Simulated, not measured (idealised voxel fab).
Process module, titled voxel self aligned vias
The cross-section on display is named cut; it measures 210 nm wide, and its cells are 5 nm squares.
Each cross-section below is a grid of square cells, stated as bands in top-down order, with one or more rows of cells making up each band.
Each band's line starts with the height of the band's top and of its bottom, in nm. Then come its materials from left to right, each with its width in nm. One material with "edge to edge" fills the band from edge to edge. "empty" is empty space.
Heights are measured from 0, the level below which the as-received wafer is all one material; the lowest band has no bottom and continues downward, written as in "0 down".
Quick explanation for "30 to 40": the width changes in equal steps down the rows of cells, from the first number in the band's top row to the second number in its bottom row.
Basically "all unchanged" means that step didn't change any cell in the cross-section.
You'll see "Fully sealed voids" listing empty spaces that have no way open to the top, as long as they're 8 cells or more; the notation is width x height at distance, where the distance is from the left edge, and all of it is in nm.
Formally, on a step line, whatever follows the settings is a remark that the simulator itself makes on the step.
What "overlay nm" on a step's line means: if the step has a mask, that mask lay this far to the right of its planned place, or, when the value is negative, to the left.

-- The process steps that were planned are listed below
1. RECEIVE (material Si)
2. CONFORMAL_DEP (material SiO2; thk nm 15)
3. CONFORMAL_DEP (material SiCN; thk nm 5)
4. DIRECTIONAL_DEP (material SiO2; thk nm 20)
5. PATTERN (tone open; mask id LINES; material resist; width nm 20; pitch nm 55; thk nm 15; overlay nm 0)
6. DIRECTIONAL_ETCH (etch materials SiO2; depth nm 20)
7. STRIP (etch materials resist)
8. CONFORMAL_DEP (material TiN; thk nm 5)
9. FILL_DEP (material Ru; thk nm 5)
10. CMP (height nm 40)
11. SELECTIVE_ETCH (etch materials W Ru TiN; depth nm 10)
12. FILL_DEP (material SiN; thk nm 10)
13. CMP (height nm 40)
14. DIRECTIONAL_DEP (material SiO2; thk nm 20)
15. MASKED_ETCH (tone open; mask id VIAS; width nm 40; pitch nm 110; etch materials SiO2; depth nm 20; overlay nm 0)
16. MASKED_ETCH (tone open; mask id VIAS; width nm 40; pitch nm 110; etch materials SiN; depth nm 10; overlay nm 0)
17. CONFORMAL_DEP (material TiN; thk nm 5)
18. FILL_DEP (material Cu; thk nm 10)
19. CMP (height nm 60)
20. CONFORMAL_DEP (material SiCN; thk nm 5)

-- as received, after step 1
    0 down  Si edge to edge
    Fully sealed voids: none

-- Module complete - cross-section of the first of two wafers, run according to plan
    65 to 60  SiCN edge to edge
    60 to 45  30 SiO2  5 TiN  30 Cu  5 TiN  70 SiO2  5 TiN  30 Cu  5 TiN  30 SiO2
    45 to 40  30 SiO2  15 TiN  10 Cu  15 TiN  70 SiO2  15 TiN  10 Cu  15 TiN  30 SiO2
    40 to 35  40 SiO2  5 TiN  10 Cu  5 TiN  35 SiO2  20 SiN  35 SiO2  5 TiN  10 Cu  5 TiN  40 SiO2
    35 to 30  40 SiO2  20 TiN  35 SiO2  20 SiN  35 SiO2  20 TiN  40 SiO2
    30 to 25  40 SiO2  5 TiN  10 Ru  5 TiN  35 SiO2  5 TiN  10 Ru  5 TiN  35 SiO2  5 TiN  10 Ru  5 TiN  40 SiO2
    25 to 20  40 SiO2  20 TiN  35 SiO2  20 TiN  35 SiO2  20 TiN  40 SiO2
    20 to 15  SiCN edge to edge
    15 to 0  SiO2 edge to edge
    0 down  Si edge to edge
    Fully sealed voids: none

-- Cross-sectional view of the second of two wafers upon completion of the module. This wafer shared its starting condition and process plan with the first; one error was made during its execution
    65 to 60  SiCN edge to edge
    60 to 45  30 SiO2  5 TiN  30 Cu  5 TiN  70 SiO2  5 TiN  30 Cu  5 TiN  30 SiO2
    45 to 40  30 SiO2  15 TiN  10 Cu  15 TiN  70 SiO2  15 TiN  10 Cu  15 TiN  30 SiO2
    40 to 35  40 SiO2  5 TiN  10 Cu  5 TiN  35 SiO2  20 SiN  35 SiO2  5 TiN  10 Cu  5 TiN  40 SiO2
    35 to 30  40 SiO2  20 TiN  35 SiO2  20 SiN  35 SiO2  20 TiN  40 SiO2
    30 to 25  40 SiO2  20 TiN  35 SiO2  20 TiN  35 SiO2  20 TiN  40 SiO2
    25 to 20  SiCN edge to edge
    20 to 0  SiO2 edge to edge
    0 down  Si edge to edge
    Fully sealed voids: none
In executing the process, a mistake was made relative to the plan: step 2 did not happen as planned, as run it was CONFORMAL_DEP (material SiO2; thk nm 20)
at the end the second wafer has, in cells: 6 fewer of Ru | 12 more of SiO2 | 6 fewer of TiN
